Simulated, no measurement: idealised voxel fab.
This is a process module. Its name is voxel air gaps.
Section shown: cut. Width: 300 nm. Cell size: 5 nm, square.
Notation: cross-section as square-cell grid; stated in bands, top first, going down; one or more cell rows per band. Quick guide to a band line: top height, bottom height (nm) up front; then every material left to right with its width in nm. Only one material and it's marked "full width"? Then it fills the band edge to edge. And "empty" just means empty space. Height 0 is the level under which the wafer as received is all one material. The lowest band goes on downwards, as in "from 0 down". When a width is written as two numbers, as in "30->40", the first number is the width in the top row of cells of the band and the second is the width in its bottom row, and the width changes by the same amount from each row to the next. The cross-section has no changed cell in any step marked "nothing changed". Entry "Closed voids list" = empty spaces >= 8 cells with no open way to the top; each as width x height at distance, distance from left edge, all nm. It should be noted that, on the line of a given step, the content following the step's settings is a remark produced by the simulator itself with respect to that step. When a step includes a mask, the "overlay nm" setting on its line states how far to the right of its planned place that mask lay, and negative values state how far to the left.

**Planned process steps**
- 1: RECEIVE, material Si
- 2: CONFORMAL_DEP, material SiO2, thk nm 15
- 3: CONFORMAL_DEP, material SiN, thk nm 5
- 4: DIRECTIONAL_DEP, material lowk, thk nm 30
- 5: MASKED_ETCH, tone open, mask id LINES, width nm 25, pitch nm 55, etch materials lowk, depth nm 30, overlay nm 0
- 6: CONFORMAL_DEP, material TiN, thk nm 5
- 7: FILL_DEP, material Ru, thk nm 5
- 8: CMP, height nm 50
- 9: EPI, material Ru, thk nm 10
- 10: SELECTIVE_ETCH, etch materials lowk, depth nm 40
- 11: CONFORMAL_DEP, material SiN, thk nm 5
Where the wafers of this document differ is in the thk nm of step 3; they start out the same, and the plan states the value that applied to the first wafer.

**Received condition of the first of several wafers, sectioned: post-step 1**
- from 0 down: Si full width
- Closed voids list: none

**First wafer of several, cross-section, module end, after step 11 (last)**
- from 65 to 60: 65 nm empty | 165 nm SiN | 70 nm empty
- from 60 to 50: 65 nm empty | 5 nm SiN | 45 nm Ru | 10 nm SiN | 45 nm Ru | 10 nm SiN | 45 nm Ru | 5 nm SiN | 70 nm empty
- from 50 to 45: 65 nm empty | 15 nm SiN | 5 nm TiN | 15 nm Ru | 5 nm TiN | 30 nm SiN | 5 nm TiN | 15 nm Ru | 5 nm TiN | 30 nm SiN | 5 nm TiN | 15 nm Ru | 5 nm TiN | 15 nm SiN | 70 nm empty
- from 45 to 25: 75 nm empty | 5 nm SiN | 5 nm TiN | 15 nm Ru | 5 nm TiN | 5 nm SiN | 20 nm empty | 5 nm SiN | 5 nm TiN | 15 nm Ru | 5 nm TiN | 5 nm SiN | 20 nm empty | 5 nm SiN | 5 nm TiN | 15 nm Ru | 5 nm TiN | 5 nm SiN | 80 nm empty
- from 25 to 20: 80 nm SiN | 25 nm TiN | 30 nm SiN | 25 nm TiN | 30 nm SiN | 25 nm TiN | 85 nm SiN
- from 20 to 15: SiN full width
- from 15 to 0: SiO2 full width
- from 0 down: Si full width
- Closed voids list: 20 x 20 at 110; 20 x 20 at 165

**Here we cross-sectioned the last of the wafers once the module was done**
- from 65 to 60: 65 nm empty | 165 nm SiN | 70 nm empty
- from 60 to 50: 65 nm empty | 5 nm SiN | 45 nm Ru | 10 nm SiN | 45 nm Ru | 10 nm SiN | 45 nm Ru | 5 nm SiN | 70 nm empty
- from 50 to 45: 65 nm empty | 15 nm SiN | 5 nm TiN | 15 nm Ru | 5 nm TiN | 30 nm SiN | 5 nm TiN | 15 nm Ru | 5 nm TiN | 30 nm SiN | 5 nm TiN | 15 nm Ru | 5 nm TiN | 15 nm SiN | 70 nm empty
- from 45 to 40: 75 nm empty | 5 nm SiN | 5 nm TiN | 15 nm Ru | 5 nm TiN | 5 nm SiN | 20 nm empty | 5 nm SiN | 5 nm TiN | 15 nm Ru | 5 nm TiN | 5 nm SiN | 20 nm empty | 5 nm SiN | 5 nm TiN | 15 nm Ru | 5 nm TiN | 5 nm SiN | 80 nm empty
- from 40 to 35: 80 nm SiN | 25 nm TiN | 30 nm SiN | 25 nm TiN | 30 nm SiN | 25 nm TiN | 85 nm SiN
- from 35 to 15: SiN full width
- from 15 to 0: SiO2 full width
- from 0 down: Si full width
- Closed voids list: none

**Gained (+) or lost (-) cells of each material since receipt, then closed voids: one row per wafer, at the end of the module**
thk nm 5 | +99 Ru | +192 SiN | +180 SiO2 | +45 TiN | Closed voids list: 20 x 20 at 110; 20 x 20 at 165
thk nm 10 | +90 Ru | +246 SiN | +180 SiO2 | +39 TiN | Closed voids list: 20 x 15 at 110; 20 x 15 at 165
thk nm 15 | +81 Ru | +300 SiN | +180 SiO2 | +33 TiN | Closed voids list: 20 x 10 at 110; 20 x 10 at 165
thk nm 20 | +72 Ru | +354 SiN | +180 SiO2 | +27 TiN | Closed voids list: none
